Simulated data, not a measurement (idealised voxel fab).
The document below concerns the process module designated voxel lift off.
We display cut, a cross-section 180 nm in width whose square cells are each 5 nm.
Reading order for cross-sections: top band down to bottom band. Underlying form: a grid of square cells. Band size: one or more rows of cells. Each band's line starts with the height of the band's top and of its bottom, in nm. Then come its materials from left to right, each with its width in nm. One material with "everywhere" fills the band from edge to edge. "empty" is empty space. Heads up on the height convention: 0 is the point under which the incoming wafer is all one material, and the lowest band has no bottom, it just keeps going down, like "z 0 and below". Think of "30..40" as a width that walks from the first number to the second as you go down the band, top row to bottom row, taking equal-sized steps from row to row. No cell of the cross-section changed in a step that is given as "no modifications". In "Enclosed void catalog" the enclosed voids are listed, meaning empty spaces of 8 cells or larger without any opening to the top. The form is width x height at distance, distance from the left edge, units nm. It should be noted that, on the line of a given step, the content following the step's settings is a remark produced by the simulator itself with respect to that step. You can add "overlay nm" to a step's line. For a step with a mask, it describes how far the mask lay to the right of its planned position, and a negative number describes a lay to the left.

[Process steps - plan]
1,RECEIVE | material Si
2,CONFORMAL_DEP | material SiO2 | thk nm 10
3,PATTERN | tone open | mask id LINES | material resist | width nm 15 | pitch nm 35 | thk nm 15 | overlay nm 0
4,DIRECTIONAL_DEP | material Ru | thk nm 5
5,STRIP | etch materials resist
6,CONFORMAL_DEP | material SiO2 | thk nm 10

[Cross-section of the wafer as it came to us, i.e., already through step 1]
    z 0 and below: Si everywhere
    Enclosed void catalog: none

[Cross-sectional result after module completion. Note: starting condition and plan are unchanged from above; one processing mistake was made]
    z 25 to 20: empty=35, then SiO2=110, then empty=35
    z 20 to 15: SiO2 everywhere
    z 15 to 10: SiO2=45, then Ru=20, then SiO2=15, then Ru=20, then SiO2=15, then Ru=20, then SiO2=45
    z 10 to 0: SiO2 everywhere
    z 0 and below: Si everywhere
    Enclosed void catalog: none
Short version of what went wrong: step 3 changed vs plan, executed as PATTERN | tone open | mask id LINES | material resist | width nm 20 | pitch nm 35 | thk nm 15 | overlay nm 0
